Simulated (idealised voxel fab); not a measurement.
The name of this process module is voxel transistor to metal.
The cross-section shown here is cut; it is 185 nm wide and divided into square cells measuring 5 nm on a side.
Think of the cross-section as a grid of square cells. We describe it in bands, top to bottom, and each band covers one or more rows of those cells.
It is stipulated that each band's entry specify, in nanometres, the height of the top of the band and then that of its bottom, followed by the materials of the band in left-to-right sequence, each together with its width in nanometres. A single material marked by the word "all across" is understood to fill the band from edge to edge; the word "blank" is understood to denote empty space.
All heights in this document are referenced to 0, defined as the level beneath which the wafer, as received, consists entirely of one material. The lowest band is not bounded below; it extends indefinitely downward and is written in the form "0 and below".
When a width is written as two numbers, as in "30->40", the first number is the width in the top row of cells of the band and the second is the width in its bottom row, and the width changes by the same amount from each row to the next.
What does "nothing changed" mean for a step? It means no cell of the cross-section changed in that step.
Each empty space that has no open way to the top and spans at least 8 cells appears under "Completely sealed voids" as width x height at distance, the distance counted from the left edge, all in nm.
The remark found on a step's line after its settings is issued by the simulator itself and pertains to that step.
overlay nm: how far to the right of its planned place the mask lay on this masked step (negative: to the left).
-- Steps planned for the process
1,RECEIVE [material Si]
2,OXIDIZE [depth nm 5]
3,CONFORMAL_DEP [material SiN] [thk nm 10]
4,DIRECTIONAL_DEP [material aC] [thk nm 10]
5,PATTERN [tone cover] [mask id ACTIVE] [material resist] [width nm 95] [thk nm 30] [overlay nm 0]
6,DIRECTIONAL_ETCH [etch materials aC] [depth nm 10]
7,STRIP [etch materials resist]
8,DIRECTIONAL_ETCH [etch materials SiN] [depth nm 10]
9,DIRECTIONAL_ETCH [etch materials SiO2] [depth nm 5]
10,DIRECTIONAL_ETCH [etch materials Si] [depth nm 25]
11,STRIP [etch materials aC]
12,FILL_DEP [material SiO2] [thk nm 10]
13,CMP [height nm 10]
14,SELECTIVE_ETCH [etch materials SiO2] [depth nm 5]
15,STRIP [etch materials SiN]
16,SELECTIVE_ETCH [etch materials SiO2] [depth nm 5]
17,OXIDIZE [depth nm 5]
18,DIRECTIONAL_DEP [material polySi] [thk nm 20]
19,DIRECTIONAL_DEP [material SiCN] [thk nm 15]
20,DIRECTIONAL_DEP [material aC] [thk nm 10]
21,PATTERN [tone cover] [mask id GATE] [material resist] [width nm 25] [thk nm 30] [overlay nm 0]
22,DIRECTIONAL_ETCH [etch materials aC] [depth nm 10]
23,STRIP [etch materials resist]
24,DIRECTIONAL_ETCH [etch materials SiCN] [depth nm 25]
25,DIRECTIONAL_ETCH [etch materials polySi] [depth nm 30]
26,STRIP [etch materials aC]
27,CONFORMAL_DEP [material SiN] [thk nm 10]
28,DIRECTIONAL_ETCH [etch materials SiN] [depth nm 10]
29,DIRECTIONAL_ETCH [etch materials SiO2] [depth nm 5]
30,EPI [material nSi] [thk nm 5]
31,FILL_DEP [material SiO2] [thk nm 5]
32,CMP [height nm 15]
33,STRIP [etch materials polySi]
34,SELECTIVE_ETCH [etch materials SiO2] [depth nm 5]
35,CONFORMAL_DEP [material HfO2] [thk nm 5]
36,CONFORMAL_DEP [material TiN] [thk nm 5]
37,FILL_DEP [material W] [thk nm 10]
38,CMP [height nm 10]
39,DIRECTIONAL_DEP [material SiO2] [thk nm 15]
40,DIRECTIONAL_DEP [material aC] [thk nm 10]
41,PATTERN [tone open] [mask id CONTACT] [material resist] [width nm 15] [pitch nm 70] [thk nm 30] [overlay nm 0]
42,DIRECTIONAL_ETCH [etch materials aC] [depth nm 10]
43,STRIP [etch materials resist]
44,DIRECTIONAL_ETCH [etch materials SiO2] [depth nm 30]
45,STRIP [etch materials aC]
46,CONFORMAL_DEP [material TiN] [thk nm 5]
47,FILL_DEP [material W] [thk nm 5]
48,CMP [height nm 25]
49,DIRECTIONAL_DEP [material TiN] [thk nm 5]
50,DIRECTIONAL_DEP [material W] [thk nm 15]
51,DIRECTIONAL_DEP [material aC] [thk nm 15]
52,PATTERN [tone cover] [mask id METAL_1] [material resist] [width nm 15] [pitch nm 70] [thk nm 35] [overlay nm 0]
53,DIRECTIONAL_ETCH [etch materials aC] [depth nm 15]
54,STRIP [etch materials resist]
55,DIRECTIONAL_ETCH [etch materials W] [depth nm 15]
56,DIRECTIONAL_ETCH [etch materials TiN] [depth nm 5]
57,STRIP [etch materials aC]
58,FILL_DEP [material lowk] [thk nm 10]
59,CMP [height nm 45]
60,CONFORMAL_DEP [material SiCN] [thk nm 5]
61,DIRECTIONAL_DEP [material SiO2] [thk nm 35]
62,PATTERN [tone open] [mask id METAL_2] [material resist] [width nm 15] [pitch nm 70] [thk nm 20] [overlay nm 0]
63,DIRECTIONAL_ETCH [etch materials SiO2] [depth nm 20]
64,STRIP [etch materials resist]
65,MASKED_ETCH [tone open] [mask id METAL_2_HOLES] [width nm 15] [pitch nm 70] [etch materials SiO2] [depth nm 15] [overlay nm 0]
66,MASKED_ETCH [tone open] [mask id METAL_2_HOLES] [width nm 15] [pitch nm 70] [etch materials SiCN] [depth nm 5] [overlay nm 0]
67,CONFORMAL_DEP [material TiN] [thk nm 5]
68,FILL_DEP [material Cu] [thk nm 10]
69,CMP [height nm 85]
70,CONFORMAL_DEP [material SiCN] [thk nm 5]
-- Cross-section of the wafer at receipt, which is the condition after step 1
	0 and below | Si all across
	Completely sealed voids: none
-- End-of-module cross-section of the first of two wafers, processed as planned
	90 down to 85 | SiCN all across
	85 down to 50 | SiO2 50, TiN 5, Cu 5, TiN 5, SiO2 55, TiN 5, Cu 5, TiN 5, SiO2 50
	50 down to 45 | SiCN 50, TiN 15, SiCN 55, TiN 15, SiCN 50
	45 down to 30 | lowk 50, W 15, lowk 55, W 15, lowk 50
	30 down to 25 | lowk 50, TiN 15, lowk 55, TiN 15, lowk 50
	25 down to 10 | SiO2 50, TiN 5, W 5, TiN 5, SiO2 55, TiN 5, W 5, TiN 5, SiO2 50
	10 down to 0 | SiO2 50, TiN 5, W 5, TiN 5, SiO2 5, SiN 10, HfO2 5, TiN 5, W 5, TiN 5, HfO2 5, SiN 10, SiO2 5, TiN 5, W 5, TiN 5, SiO2 50
	0 down to -5 | SiO2 40, SiN 10, TiN 15, SiO2 5, SiN 10, HfO2 5, TiN 15, HfO2 5, SiN 10, SiO2 5, TiN 15, SiN 10, SiO2 40
	-5 down to -10 | SiO2 50, nSi 20, SiO2 5, HfO2 35, SiO2 5, nSi 20, SiO2 50
	-10 down to -30 | SiO2 45, Si 95, SiO2 45
	-30 and below | Si all across
	Completely sealed voids: none
-- Wafer two (of two), end-of-module cross-section: start = wafer one, plan = wafer one, one run mistake
	90 down to 85 | SiCN all across
	85 down to 50 | SiO2 50, TiN 5, Cu 5, TiN 5, SiO2 55, TiN 5, Cu 5, TiN 5, SiO2 50
	50 down to 45 | SiCN 50, TiN 15, SiCN 55, TiN 15, SiCN 50
	45 down to 40 | lowk 50, TiN 15, lowk 55, TiN 15, lowk 50
	40 down to 25 | W all across
	25 down to 10 | SiO2 50, TiN 5, W 5, TiN 5, SiO2 55, TiN 5, W 5, TiN 5, SiO2 50
	10 down to 0 | SiO2 50, TiN 5, W 5, TiN 5, SiO2 5, SiN 10, HfO2 5, TiN 5, W 5, TiN 5, HfO2 5, SiN 10, SiO2 5, TiN 5, W 5, TiN 5, SiO2 50
	0 down to -5 | SiO2 40, SiN 10, TiN 15, SiO2 5, SiN 10, HfO2 5, TiN 15, HfO2 5, SiN 10, SiO2 5, TiN 15, SiN 10, SiO2 40
	-5 down to -10 | SiO2 50, nSi 20, SiO2 5, HfO2 35, SiO2 5, nSi 20, SiO2 50
	-10 down to -30 | SiO2 45, Si 95, SiO2 45
	-30 and below | Si all across
	Completely sealed voids: none
Heads up, the wafer didn't run the way we planned it: steps 49 and 50 swapped
Final difference in cells, second wafer against first, listed per material as more or fewer: W +93, lowk -93
